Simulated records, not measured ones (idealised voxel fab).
The following process module bears the name voxel capacitor over wiring.
FYI the section here is cut, 230 nm wide, cells are 5 nm squares.
Heads up, the way a cross-section reads in here is a grid of square cells, handed over as bands from the top down, with every band being one or more rows of cells. Read a band's entry like this: the first values are the height of its top and the height of its bottom in nm, and what follows is the sequence of materials from left to right, each with its width in nm. Note that "blank" is empty space, and that a single material marked "edge to edge" reaches across the band from edge to edge. Height is counted from the level 0, under which the received wafer is composed throughout of one material. The lowest of the bands is not closed at the bottom but continues downward, in the notation "top 0, no bottom". The two numbers in a width such as "30 to 40" mark its ends across the band: the first belongs to the top row of cells, the second to the bottom row, and from each row to the next the width moves by the same amount. "no change" -> step changed no cross-section cell. The entry titled "Closed void listing" provides the empty spaces that have no open way to the top, restricted to those of 8 cells or more. Each is presented as width x height at distance, the distance being measured from the left edge, with all three in nm. On a step's line, text after the settings is the simulator commenting on that step. overlay nm: mask offset rightward from planned place, masked step; negative means leftward offset.

So here's the lineup of process steps we planned:
step 1: RECEIVE [material Si]
step 2: CONFORMAL_DEP [material SiO2] [thk nm 15]
step 3: DIRECTIONAL_DEP [material TiN] [thk nm 5]
step 4: DIRECTIONAL_DEP [material Ru] [thk nm 15]
step 5: PATTERN [tone cover] [mask id METAL_1] [material resist] [width nm 25] [pitch nm 80] [thk nm 20] [overlay nm 0]
step 6: DIRECTIONAL_ETCH [etch materials Ru] [depth nm 15]
step 7: DIRECTIONAL_ETCH [etch materials TiN] [depth nm 5]
step 8: STRIP [etch materials resist]
step 9: FILL_DEP [material lowk] [thk nm 10]
step 10: CMP [height nm 35]
step 11: CONFORMAL_DEP [material SiCN] [thk nm 5]
step 12: DIRECTIONAL_DEP [material lowk] [thk nm 20]
step 13: DIRECTIONAL_DEP [material aC] [thk nm 10]
step 14: PATTERN [tone open] [mask id PLUG_1] [material resist] [width nm 15] [thk nm 30] [overlay nm 0]
step 15: DIRECTIONAL_ETCH [etch materials aC] [depth nm 10]
step 16: STRIP [etch materials resist]
step 17: DIRECTIONAL_ETCH [etch materials lowk] [depth nm 20]
step 18: DIRECTIONAL_ETCH [etch materials SiCN] [depth nm 5]
step 19: STRIP [etch materials aC]
step 20: CONFORMAL_DEP [material TiN] [thk nm 5]
step 21: FILL_DEP [material Ru] [thk nm 5]
step 22: CMP [height nm 60]
step 23: DIRECTIONAL_DEP [material TiN] [thk nm 10]
step 24: DIRECTIONAL_DEP [material Al2O3] [thk nm 5]
step 25: DIRECTIONAL_DEP [material TiN] [thk nm 5]
step 26: MASKED_ETCH [tone cover] [mask id UPPER_PLATE] [width nm 60] [etch materials TiN] [depth nm 5] [overlay nm 0]
step 27: MASKED_ETCH [tone cover] [mask id UPPER_PLATE] [width nm 60] [etch materials Al2O3] [depth nm 5] [overlay nm 0]
step 28: MASKED_ETCH [tone cover] [mask id LOWER_PLATE] [width nm 70] [etch materials TiN] [depth nm 10] [overlay nm 0]
step 29: FILL_DEP [material SiO2] [thk nm 15]
step 30: CMP [height nm 90]
step 31: DIRECTIONAL_DEP [material aC] [thk nm 10]
step 32: PATTERN [tone open] [mask id PLUG_2] [material resist] [width nm 15] [thk nm 25] [overlay nm 0]
step 33: DIRECTIONAL_ETCH [etch materials aC] [depth nm 10]
step 34: STRIP [etch materials resist]
step 35: DIRECTIONAL_ETCH [etch materials SiO2] [depth nm 10]
step 36: STRIP [etch materials aC]
step 37: CONFORMAL_DEP [material TiN] [thk nm 5]
step 38: FILL_DEP [material Ru] [thk nm 5]
step 39: CMP [height nm 90]
step 40: CONFORMAL_DEP [material SiCN] [thk nm 5]
Quick note for whoever runs this: the wafers start identical, but the width nm at step 14 isn't the same across them. The plan just shows what the first wafer had.

Cross-section, first of several wafers, as delivered after step 1:
* top 0, no bottom: Si edge to edge
* Closed void listing: none

Wafer rows; end of module; cells per material since receipt: (+) gained, (-) lost; then closed voids:
width nm 15; +12 Al2O3; +35 Ru; +89 SiCN; +356 SiO2; +66 TiN; +316 lowk; Closed void listing: none
width nm 20; +12 Al2O3; +39 Ru; +88 SiCN; +356 SiO2; +67 TiN; +312 lowk; Closed void listing: none
width nm 25; +12 Al2O3; +43 Ru; +87 SiCN; +356 SiO2; +68 TiN; +308 lowk; Closed void listing: none
width nm 30; +12 Al2O3; +47 Ru; +86 SiCN; +356 SiO2; +69 TiN; +304 lowk; Closed void listing: none
